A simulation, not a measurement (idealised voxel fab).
A process module follows: voxel ribs on slabs.
Cross-sectional view cut (width: 255 nm; square cell size: 5 nm).
Bands, listed from the top down, are how a cross-section gets written in this document; the cross-section itself is a grid of square cells, and a band is one or more rows of them. Basically the band line says how high the top is and how high the bottom is, in nm, and then what's in it from left to right, every material with its width in nm. Empty space shows up as "empty", and if a single material carries "full width" it runs the full band edge to edge. We count height from 0. Below that, the starting wafer is all one material. The lowest band never ends at the bottom but goes on down; see "0 down" for how that is written. The expression "30 to 40" gives the width at the extremes of the band, the first number at its top row of cells and the second at its bottom row, with the width changing by equal amounts from each row to the next in between. Where the words "remains unaltered" appear for a step, the cross-section shows no cell changed by that step; every cell remained as before. Voids not open to the top, 8 cells minimum: see "Unvented voids". Written width x height at distance; distance is from the left edge; nm. after a step's settings: what the simulator itself notes on the step. Among the settings permitted on a step's line is "overlay nm"; applied to a step with a mask, it specifies the extent to which the mask lay to the right of its planned position, whereas a negative figure signifies a position to the left.

[Steps planned for the process]
1. RECEIVE (material Si)
2. DIRECTIONAL_DEP (material SiO2; thk nm 25)
3. DIRECTIONAL_DEP (material polySi; thk nm 15)
4. MASKED_ETCH (tone cover; mask id RIB; width nm 30; etch materials polySi; depth nm 5; overlay nm 0)
5. DIRECTIONAL_DEP (material aC; thk nm 10)
6. PATTERN (tone cover; mask id SLAB; material resist; width nm 70; thk nm 30; overlay nm 0)
7. DIRECTIONAL_ETCH (etch materials aC; depth nm 10)
8. STRIP (etch materials resist)
9. DIRECTIONAL_ETCH (etch materials polySi; depth nm 10)
10. STRIP (etch materials aC)
11. FILL_DEP (material SiO2; thk nm 30)
12. CMP (height nm 60)
13. DIRECTIONAL_DEP (material TiN; thk nm 10)
14. MASKED_ETCH (tone cover; mask id HEATER; width nm 40; etch materials TiN; depth nm 10; overlay nm -15)
15. CONFORMAL_DEP (material SiO2; thk nm 5)
Among the wafers covered here, the point of difference is the overlay nm at step 14; their starting state is shared, and the plan presents the value of the first wafer.

[Cross-section, first of several wafers, as delivered after step 1]
    0 down  Si full width
    Unvented voids: none

[First of several wafers: cross-section at the end of the module, after step 15, its last step]
    75 to 70  empty 85  SiO2 50  empty 120
    70 to 65  empty 85  SiO2 5  TiN 40  SiO2 5  empty 120
    65 to 60  SiO2 90  TiN 40  SiO2 125
    60 to 40  SiO2 full width
    40 to 35  SiO2 110  polySi 30  SiO2 115
    35 to 25  SiO2 90  polySi 70  SiO2 95
    25 to 0  SiO2 full width
    0 down  Si full width
    Unvented voids: none

[Cross-section of the last wafer at end of module]
    75 to 70  empty 115  SiO2 50  empty 90
    70 to 65  empty 115  SiO2 5  TiN 40  SiO2 5  empty 90
    65 to 60  SiO2 120  TiN 40  SiO2 95
    60 to 40  SiO2 full width
    40 to 35  SiO2 110  polySi 30  SiO2 115
    35 to 25  SiO2 90  polySi 70  SiO2 95
    25 to 0  SiO2 full width
    0 down  Si full width
    Unvented voids: none

[Table: wafers, a row each; end-of-module cell change per material since receipt, gain (+), loss (-); then closed voids]
overlay nm -15 | +633 SiO2 | +16 TiN | +34 polySi | Unvented voids: none
overlay nm -10 | +633 SiO2 | +16 TiN | +34 polySi | Unvented voids: none
overlay nm -5 | +633 SiO2 | +16 TiN | +34 polySi | Unvented voids: none
overlay nm 0 | +633 SiO2 | +16 TiN | +34 polySi | Unvented voids: none
overlay nm 5 | +633 SiO2 | +16 TiN | +34 polySi | Unvented voids: none
overlay nm 10 | +633 SiO2 | +16 TiN | +34 polySi | Unvented voids: none
overlay nm 15 | +633 SiO2 | +16 TiN | +34 polySi | Unvented voids: none
